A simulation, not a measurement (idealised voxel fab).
Name of the process module below: voxel fin reveal
This is section cut - it's 230 nm across, gridded in 5 nm square cells.
Think of the cross-section as a grid of square cells. We describe it in bands, top to bottom, and each band covers one or more rows of those cells. The entry gives the band's vertical extent as a top height and a bottom height in nm, then its horizontal make-up as materials from left to right, each with a width in nm. "empty" stands for empty space; a single material marked "all across" fills the band edge to edge. Basically, 0 is our baseline, since under it the wafer straight out of the box is all one material. The bottom band has no lower end and keeps on going down, so it looks like "0 down". Width spec "30..40" -> top row of cells at first value, bottom row at second value, equal per-row change in between. It should be understood that the words "nothing changed", when stated for a given step, signify that the cross-section underwent no change in any of its cells during that step. "Completely sealed voids" lists enclosed empty spaces (at least 8 cells, no open path upward to the top), each as width x height at distance from the left edge, in nm. The remark found on a step's line after its settings is issued by the simulator itself and pertains to that step. On any step carrying a mask, the "overlay nm" setting, if present on the step's line, tells how far right of its planned place the mask lay; negative values point to the left.
## The planned process steps are enumerated hereunder
- 1: RECEIVE, material Si
- 2: CONFORMAL_DEP, material SiN, thk nm 10
- 3: PATTERN, tone cover, mask id FINS, material resist, width nm 15, pitch nm 35, thk nm 20, overlay nm 0
- 4: DIRECTIONAL_ETCH, etch materials SiN, depth nm 10
- 5: DIRECTIONAL_ETCH, etch materials Si, depth nm 40
- 6: STRIP, etch materials resist
- 7: OXIDIZE, depth nm 5
- 8: FILL_DEP, material SiO2, thk nm 15
- 9: CMP, height nm 10
- 10: SELECTIVE_ETCH, etch materials SiO2, depth nm 20
- 11: STRIP, etch materials SiN
- 12: CONFORMAL_DEP, material SiO2, thk nm 5
## The cross-section here shows the wafer as received, i.e. in its state after step 1
- 0 down: Si all across
- Completely sealed voids: none
## End-of-module XS, first of two wafers, run as planned
- 5 to 0: empty=90, SiO2=15, empty=20, SiO2=15, empty=90
- 0 to -5: empty=90, SiO2=5, Si=5, SiO2=5, empty=20, SiO2=5, Si=5, SiO2=5, empty=90
- -5 to -45: SiO2=95, Si=5, SiO2=30, Si=5, SiO2=95
- -45 down: Si all across
- Completely sealed voids: none
## Cross-section at end of module for the second wafer of two, which matched the first in starting point and plan and differed by one mistake in its processing
- 0 to -10: empty=95, Si=5, empty=30, Si=5, empty=95
- -10 to -45: SiO2=95, Si=5, SiO2=30, Si=5, SiO2=95
- -45 down: Si all across
- Completely sealed voids: none
What broke from the plan during processing? the plan's step 12 went unexecuted, having been skipped
Heads up, by the end the second wafer has more or fewer cells of some materials compared to the first: SiO2: 54 fewer
